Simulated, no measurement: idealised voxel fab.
Process module name: voxel self aligned contacts
This is section cut - it's 175 nm across, gridded in 5 nm square cells.
If you're reading a cross-section in this doc, picture square cells in a grid; it comes to you as bands, top ones listed first down to the bottom, and a band can be one or more rows of cells. The entry gives the band's vertical extent as a top height and a bottom height in nm, then its horizontal make-up as materials from left to right, each with a width in nm. "blank" stands for empty space; a single material marked "everywhere" fills the band edge to edge. Heads up on the height convention: 0 is the point under which the incoming wafer is all one material, and the lowest band has no bottom, it just keeps going down, like "0 -> down". A two-number width, for instance "30->40", indicates that the width is equal to the first number in the top row of the band and to the second number in the bottom row, and that it changes by a constant amount per row of cells. "changes: none", as given for a step, is the statement that not any cell of the cross-section underwent a change during that step. Empty spaces without an open route to the top, at least 8 cells in extent, make up the entry "Closed internal voids"; each is given as width x height at distance, where the distance is measured from the left edge, and all are in nm. Post-settings text on a step line: simulator's own remark regarding the step. On any step carrying a mask, the "overlay nm" setting, if present on the step's line, tells how far right of its planned place the mask lay; negative values point to the left.
-- Below is the list of planned process steps
1,RECEIVE: material Si
2,CONFORMAL_DEP: material SiO2, thk nm 5
3,DIRECTIONAL_DEP: material polySi, thk nm 20
4,DIRECTIONAL_DEP: material SiN, thk nm 15
5,MASKED_ETCH: tone cover, mask id GATE, width nm 25, pitch nm 60, etch materials SiN, depth nm 15, overlay nm 0
6,MASKED_ETCH: tone cover, mask id GATE, width nm 25, pitch nm 60, etch materials polySi, depth nm 20, overlay nm 0
7,CONFORMAL_DEP: material SiN, thk nm 5
8,DIRECTIONAL_ETCH: etch materials SiN, depth nm 5
9,FILL_DEP: material SiO2, thk nm 10
10,CMP: height nm 45
11,PATTERN: tone open, mask id CONTACT, material resist, width nm 45, pitch nm 60, thk nm 20, overlay nm 0
12,DIRECTIONAL_ETCH: etch materials SiO2, depth nm 45
13,STRIP: etch materials resist
14,CONFORMAL_DEP: material TiN, thk nm 5
15,FILL_DEP: material Ru, thk nm 5
16,CMP: height nm 45
17,CONFORMAL_DEP: material SiCN, thk nm 5
-- Run as planned: first of two wafers
-- Incoming wafer, cross-sectional view, post step 1
  0 -> down = Si everywhere
  Closed internal voids: none
-- After step 2, in cross-section
  5 -> 0 = SiO2 everywhere
  Below 0, the layers are the same as they were.
-- After step 3, in cross-section
  25 -> 5 = polySi everywhere
  Below 5, the layers are the same as they were.
-- After step 4, in cross-section
  40 -> 25 = SiN everywhere
  Below 25, the layers are the same as they were.
-- After step 5, in cross-section
  40 -> 25 = 15 of blank, then 25 of SiN, then 35 of blank, then 25 of SiN, then 35 of blank, then 25 of SiN, then 15 of blank
  Below 25, the layers are the same as they were.
-- After step 6, in cross-section
  40 -> 25 = 15 of blank, then 25 of SiN, then 35 of blank, then 25 of SiN, then 35 of blank, then 25 of SiN, then 15 of blank
  25 -> 5 = 15 of blank, then 25 of polySi, then 35 of blank, then 25 of polySi, then 35 of blank, then 25 of polySi, then 15 of blank
  Below 5, the layers are the same as they were.
-- After step 7, in cross-section
  45 -> 25 = 10 of blank, then 35 of SiN, then 25 of blank, then 35 of SiN, then 25 of blank, then 35 of SiN, then 10 of blank
  25 -> 10 = 10 of blank, then 5 of SiN, then 25 of polySi, then 5 of SiN, then 25 of blank, then 5 of SiN, then 25 of polySi, then 5 of SiN, then 25 of blank, then 5 of SiN, then 25 of polySi, then 5 of SiN, then 10 of blank
  10 -> 5 = 15 of SiN, then 25 of polySi, then 35 of SiN, then 25 of polySi, then 35 of SiN, then 25 of polySi, then 15 of SiN
  Below 5, the layers are the same as they were.
-- After step 8, in cross-section
  40 -> 25 = 10 of blank, then 35 of SiN, then 25 of blank, then 35 of SiN, then 25 of blank, then 35 of SiN, then 10 of blank
  25 -> 5 = 10 of blank, then 5 of SiN, then 25 of polySi, then 5 of SiN, then 25 of blank, then 5 of SiN, then 25 of polySi, then 5 of SiN, then 25 of blank, then 5 of SiN, then 25 of polySi, then 5 of SiN, then 10 of blank
  Below 5, the layers are the same as they were.
-- After step 9, in cross-section
  50 -> 40 = SiO2 everywhere
  40 -> 25 = 10 of SiO2, then 35 of SiN, then 25 of SiO2, then 35 of SiN, then 25 of SiO2, then 35 of SiN, then 10 of SiO2
  25 -> 5 = 10 of SiO2, then 5 of SiN, then 25 of polySi, then 5 of SiN, then 25 of SiO2, then 5 of SiN, then 25 of polySi, then 5 of SiN, then 25 of SiO2, then 5 of SiN, then 25 of polySi, then 5 of SiN, then 10 of SiO2
  Below 5, the layers are the same as they were.
-- After step 10, in cross-section
  45 -> 40 = SiO2 everywhere
  Below 40, the layers are the same as they were.
-- After step 11, in cross-section
  65 -> 45 = 35 of resist, then 45 of blank, then 15 of resist, then 45 of blank, then 35 of resist
  Below 45, the layers are the same as they were.
-- After step 12, in cross-section
  65 -> 45 = 35 of resist, then 45 of blank, then 15 of resist, then 45 of blank, then 35 of resist
  45 -> 40 = 35 of SiO2, then 45 of blank, then 15 of SiO2, then 45 of blank, then 35 of SiO2
  40 -> 25 = 10 of SiO2, then 35 of SiN, then 25 of blank, then 35 of SiN, then 25 of blank, then 35 of SiN, then 10 of SiO2
  25 -> 5 = 10 of SiO2, then 5 of SiN, then 25 of polySi, then 5 of SiN, then 25 of blank, then 5 of SiN, then 25 of polySi, then 5 of SiN, then 25 of blank, then 5 of SiN, then 25 of polySi, then 5 of SiN, then 10 of SiO2
  5 -> 0 = 45 of SiO2, then 25 of blank, then 35 of SiO2, then 25 of blank, then 45 of SiO2
  Below 0, the layers are the same as they were.
-- After step 13, in cross-section
  45 -> 40 = 35 of SiO2, then 45 of blank, then 15 of SiO2, then 45 of blank, then 35 of SiO2
  Below 40, the layers are the same as they were.
-- After step 14, in cross-section
  50 -> 45 = 40 of TiN, then 35 of blank, then 25 of TiN, then 35 of blank, then 40 of TiN
  45 -> 40 = 35 of SiO2, then 15 of TiN, then 15 of blank, then 15 of TiN, then 15 of SiO2, then 15 of TiN, then 15 of blank, then 15 of TiN, then 35 of SiO2
  40 -> 25 = 10 of SiO2, then 35 of SiN, then 5 of TiN, then 15 of blank, then 5 of TiN, then 35 of SiN, then 5 of TiN, then 15 of blank, then 5 of TiN, then 35 of SiN, then 10 of SiO2
  25 -> 5 = 10 of SiO2, then 5 of SiN, then 25 of polySi, then 5 of SiN, then 5 of TiN, then 15 of blank, then 5 of TiN, then 5 of SiN, then 25 of polySi, then 5 of SiN, then 5 of TiN, then 15 of blank, then 5 of TiN, then 5 of SiN, then 25 of polySi, then 5 of SiN, then 10 of SiO2
  5 -> 0 = 45 of SiO2, then 25 of TiN, then 35 of SiO2, then 25 of TiN, then 45 of SiO2
  Below 0, the layers are the same as they were.
-- After step 15, in cross-section
  55 -> 50 = Ru everywhere
  50 -> 45 = 40 of TiN, then 35 of Ru, then 25 of TiN, then 35 of Ru, then 40 of TiN
  45 -> 40 = 35 of SiO2, then 15 of TiN, then 15 of Ru, then 15 of TiN, then 15 of SiO2, then 15 of TiN, then 15 of Ru, then 15 of TiN, then 35 of SiO2
  40 -> 25 = 10 of SiO2, then 35 of SiN, then 5 of TiN, then 15 of Ru, then 5 of TiN, then 35 of SiN, then 5 of TiN, then 15 of Ru, then 5 of TiN, then 35 of SiN, then 10 of SiO2
  25 -> 5 = 10 of SiO2, then 5 of SiN, then 25 of polySi, then 5 of SiN, then 5 of TiN, then 15 of Ru, then 5 of TiN, then 5 of SiN, then 25 of polySi, then 5 of SiN, then 5 of TiN, then 15 of Ru, then 5 of TiN, then 5 of SiN, then 25 of polySi, then 5 of SiN, then 10 of SiO2
  Below 5, the layers are the same as they were.
-- After step 16, in cross-section
  45 -> 40 = 35 of SiO2, then 15 of TiN, then 15 of Ru, then 15 of TiN, then 15 of SiO2, then 15 of TiN, then 15 of Ru, then 15 of TiN, then 35 of SiO2
  Below 40, the layers are the same as they were.
-- After step 17, in cross-section
  50 -> 45 = SiCN everywhere
  Below 45, the layers are the same as they were.
-- Wafer two of two - same starting point, same process plan, one mistake in execution; matches wafer one up to and including step 10
-- Second wafer cross-section, taken as of the time the plan sets for step 11 to be done
  65 -> 45 = 30 of resist, then 45 of blank, then 15 of resist, then 45 of blank, then 40 of resist
  Below 45, the layers are the same as they were.
-- Second wafer cross-section, taken as of the time the plan sets for step 12 to be done
  65 -> 45 = 30 of resist, then 45 of blank, then 15 of resist, then 45 of blank, then 40 of resist
  45 -> 40 = 30 of SiO2, then 45 of blank, then 15 of SiO2, then 45 of blank, then 40 of SiO2
  40 -> 25 = 10 of SiO2, then 35 of SiN, then 25 of blank, then 35 of SiN, then 25 of blank, then 35 of SiN, then 10 of SiO2
  25 -> 5 = 10 of SiO2, then 5 of SiN, then 25 of polySi, then 5 of SiN, then 25 of blank, then 5 of SiN, then 25 of polySi, then 5 of SiN, then 25 of blank, then 5 of SiN, then 25 of polySi, then 5 of SiN, then 10 of SiO2
  5 -> 0 = 45 of SiO2, then 25 of blank, then 35 of SiO2, then 25 of blank, then 45 of SiO2
  Below 0, the layers are the same as they were.
-- Second wafer cross-section, taken as of the time the plan sets for step 13 to be done
  45 -> 40 = 30 of SiO2, then 45 of blank, then 15 of SiO2, then 45 of blank, then 40 of SiO2
  Below 40, the layers are the same as they were.
-- Second wafer cross-section, taken as of the time the plan sets for step 14 to be done
  50 -> 45 = 35 of TiN, then 35 of blank, then 25 of TiN, then 35 of blank, then 45 of TiN
  45 -> 40 = 30 of SiO2, then 20 of TiN, then 15 of blank, then 10 of TiN, then 15 of SiO2, then 20 of TiN, then 15 of blank, then 10 of TiN, then 40 of SiO2
  40 -> 25 = 10 of SiO2, then 35 of SiN, then 5 of TiN, then 15 of blank, then 5 of TiN, then 35 of SiN, then 5 of TiN, then 15 of blank, then 5 of TiN, then 35 of SiN, then 10 of SiO2
  25 -> 5 = 10 of SiO2, then 5 of SiN, then 25 of polySi, then 5 of SiN, then 5 of TiN, then 15 of blank, then 5 of TiN, then 5 of SiN, then 25 of polySi, then 5 of SiN, then 5 of TiN, then 15 of blank, then 5 of TiN, then 5 of SiN, then 25 of polySi, then 5 of SiN, then 10 of SiO2
  5 -> 0 = 45 of SiO2, then 25 of TiN, then 35 of SiO2, then 25 of TiN, then 45 of SiO2
  Below 0, the layers are the same as they were.
-- Second wafer cross-section, taken as of the time the plan sets for step 15 to be done
  55 -> 50 = Ru everywhere
  50 -> 45 = 35 of TiN, then 35 of Ru, then 25 of TiN, then 35 of Ru, then 45 of TiN
  45 -> 40 = 30 of SiO2, then 20 of TiN, then 15 of Ru, then 10 of TiN, then 15 of SiO2, then 20 of TiN, then 15 of Ru, then 10 of TiN, then 40 of SiO2
  40 -> 25 = 10 of SiO2, then 35 of SiN, then 5 of TiN, then 15 of Ru, then 5 of TiN, then 35 of SiN, then 5 of TiN, then 15 of Ru, then 5 of TiN, then 35 of SiN, then 10 of SiO2
  25 -> 5 = 10 of SiO2, then 5 of SiN, then 25 of polySi, then 5 of SiN, then 5 of TiN, then 15 of Ru, then 5 of TiN, then 5 of SiN, then 25 of polySi, then 5 of SiN, then 5 of TiN, then 15 of Ru, then 5 of TiN, then 5 of SiN, then 25 of polySi, then 5 of SiN, then 10 of SiO2
  Below 5, the layers are the same as they were.
-- Second wafer cross-section, taken as of the time the plan sets for step 16 to be done
  45 -> 40 = 30 of SiO2, then 20 of TiN, then 15 of Ru, then 10 of TiN, then 15 of SiO2, then 20 of TiN, then 15 of Ru, then 10 of TiN, then 40 of SiO2
  Below 40, the layers are the same as they were.
-- Second wafer cross-section, taken as of the time the plan sets for step 17 to be done
  50 -> 45 = SiCN everywhere
  Below 45, the layers are the same as they were.
Here's what went sideways: step 11 deviated from plan and actually ran as PATTERN: tone open, mask id CONTACT, material resist, width nm 45, pitch nm 60, thk nm 20, overlay nm -5
The concluding comparison shows that, measured in cells, each material is equally abundant on both wafers, albeit at different positions.
